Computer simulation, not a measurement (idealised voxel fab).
The following is a process module called voxel self aligned contacts.
Square cells of 5 nm make up the cross-section cut, whose width is 235 nm.
Format of a cross-section: grid, square cells. Given as bands. Order: top down. Band: one or more rows of cells.
Top, bottom (nm), then materials left to right with widths (nm); lone material tagged "all across" fills the whole band edge to edge; "blank" = empty space.
Convention: height 0 is the level below which the wafer, as received, is all one material. The lowest band does not terminate at the bottom but continues downward, represented as "0 nm and below".
With a width like "30..40", each row of cells in the band differs from the next by the same amount, the top row carrying the first number and the bottom row the second.
For the purposes of this document, the phrase "stayed the same" attached to a step denotes that no cell within the cross-section was modified by that step.
"Closed internal cavities" enumerates empty spaces isolated from the top, with no open way to it, that contain at least 8 cells, giving each as width x height at distance from the left edge, all three in nm.
If you see something after the settings on a step's line, that's the simulator's own remark about that step.
"overlay nm" on a masked step: distance the mask lay right of its planned place, negative for left.
Process steps foreseen in the plan:
1. RECEIVE with material Si
2. OXIDIZE with depth nm 5
3. DIRECTIONAL_DEP with material polySi, thk nm 20
4. DIRECTIONAL_DEP with material SiN, thk nm 20
5. MASKED_ETCH with tone cover, mask id GATE, width nm 20, pitch nm 70, etch materials SiN, depth nm 20, overlay nm 0
6. MASKED_ETCH with tone cover, mask id GATE, width nm 30, pitch nm 70, etch materials polySi, depth nm 20, overlay nm 0
7. CONFORMAL_DEP with material SiN, thk nm 10
8. DIRECTIONAL_ETCH with etch materials SiN, depth nm 10
9. FILL_DEP with material SiO2, thk nm 10
10. CMP with height nm 45
11. DIRECTIONAL_DEP with material aC, thk nm 10
12. PATTERN with tone open, mask id CONTACT, material resist, width nm 50, thk nm 30, overlay nm 0
13. DIRECTIONAL_ETCH with etch materials aC, depth nm 10
14. STRIP with etch materials resist
15. DIRECTIONAL_ETCH with etch materials SiO2, depth nm 50
16. STRIP with etch materials aC
17. CONFORMAL_DEP with material TiN, thk nm 5
18. FILL_DEP with material Ru, thk nm 10
19. CMP with height nm 45
20. CONFORMAL_DEP with material SiN, thk nm 5
Be aware that, although all wafers share a common starting state, the width nm at step 5 differs among them, and the plan displays the first wafer's value.
As-received state after step 1, first of several wafers, cross-section:
	0 nm and below | Si all across
	Closed internal cavities: none
For your reference, the table is organized with a row per wafer; each row reflects the wafer at the end of the module, indicating for each material the cells gained (+) or lost (-) since receipt, and thereafter its closed voids:
width nm 20, +26 Ru, -47 Si, +143 SiN, +272 SiO2, +28 TiN, +48 polySi, Closed internal cavities: none
width nm 25, +22 Ru, -47 Si, +151 SiN, +268 SiO2, +28 TiN, +48 polySi, Closed internal cavities: none
width nm 30, +18 Ru, -47 Si, +159 SiN, +264 SiO2, +28 TiN, +48 polySi, Closed internal cavities: none
width nm 35, +9 Ru, -47 Si, +167 SiN, +257 SiO2, +28 TiN, +56 polySi, Closed internal cavities: none
width nm 40, -47 Si, +175 SiN, +250 SiO2, +28 TiN, +64 polySi, Closed internal cavities: none
width nm 45, -47 Si, +183 SiN, +243 SiO2, +19 TiN, +72 polySi, Closed internal cavities: none
